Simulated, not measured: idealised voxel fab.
Process module name: voxel ribs on slabs
Each square cell in cross-section cut measures 5 nm, and the section as a whole is 145 nm wide.
A cross-section is a grid of square cells, given in bands from the top down. A band is one or more rows of cells.
It is stipulated that each band's entry specify, in nanometres, the height of the top of the band and then that of its bottom, followed by the materials of the band in left-to-right sequence, each together with its width in nanometres. A single material marked by the word "all across" is understood to fill the band from edge to edge; the word "empty" is understood to denote empty space.
All heights in this document are referenced to 0, defined as the level beneath which the wafer, as received, consists entirely of one material. The lowest band is not bounded below; it extends indefinitely downward and is written in the form "0..down".
Think of "30..40" as a width that walks from the first number to the second as you go down the band, top row to bottom row, taking equal-sized steps from row to row.
Where the words "no alteration" appear for a step, the cross-section shows no cell changed by that step; every cell remained as before.
"Cavities, sealed" contains a list of empty spaces, each no smaller than 8 cells and without an open way to the top, written in the form width x height at distance with the distance from the left edge and all three in nm.
It should be noted that, on the line of a given step, the content following the step's settings is a remark produced by the simulator itself with respect to that step.
overlay nm: where the mask lay relative to plan, measured to the right, on steps with a mask; negatives go left.

### plan
1: RECEIVE | material Si
2: DIRECTIONAL_DEP | material SiO2 | thk nm 30
3: DIRECTIONAL_DEP | material polySi | thk nm 20
4: DIRECTIONAL_DEP | material aC | thk nm 15
5: PATTERN | tone cover | mask id RIB | material resist | width nm 30 | thk nm 35 | overlay nm 0
6: DIRECTIONAL_ETCH | etch materials aC | depth nm 15
7: STRIP | etch materials resist
8: DIRECTIONAL_ETCH | etch materials polySi | depth nm 15
9: STRIP | etch materials aC
10: PATTERN | tone cover | mask id SLAB | material resist | width nm 90 | thk nm 15 | overlay nm 0
11: DIRECTIONAL_ETCH | etch materials polySi | depth nm 5
12: STRIP | etch materials resist
13: FILL_DEP | material SiO2 | thk nm 25
14: CMP | height nm 70
15: DIRECTIONAL_DEP | material TiN | thk nm 5
16: PATTERN | tone cover | mask id HEATER | material resist | width nm 40 | thk nm 15 | overlay nm 0
17: DIRECTIONAL_ETCH | etch materials TiN | depth nm 5
18: STRIP | etch materials resist
19: CONFORMAL_DEP | material SiO2 | thk nm 10

### Step 1 complete: cross-section of the wafer as received
* 0..down: Si all across
* Cavities, sealed: none

### Wafer cross-section at module end: first of two, run to plan
* 85..80: empty 40 | SiO2 60 | empty 45
* 80..75: SiO2 all across
* 75..70: SiO2 50 | TiN 40 | SiO2 55
* 70..50: SiO2 all across
* 50..35: SiO2 55 | polySi 30 | SiO2 60
* 35..30: SiO2 25 | polySi 90 | SiO2 30
* 30..0: SiO2 all across
* 0..down: Si all across
* Cavities, sealed: none

### Now the second wafer, cross-sectioned at the end of the module. Nothing different at the start, nothing different in the plan compared with the first, just one mistake when it was actually run
* 85..75: SiO2 all across
* 75..70: aC all across
* 70..50: SiO2 all across
* 50..35: SiO2 55 | polySi 30 | SiO2 60
* 35..30: SiO2 25 | polySi 90 | SiO2 30
* 30..0: SiO2 all across
* 0..down: Si all across
* Cavities, sealed: none
Nonconformance to the process plan: step 15 ran as: DIRECTIONAL_DEP | material aC | thk nm 5
FYI, end of process, the second wafer has more or fewer cells of some materials than the first: SiO2: 4 fewer | TiN: 8 fewer | aC: 29 more
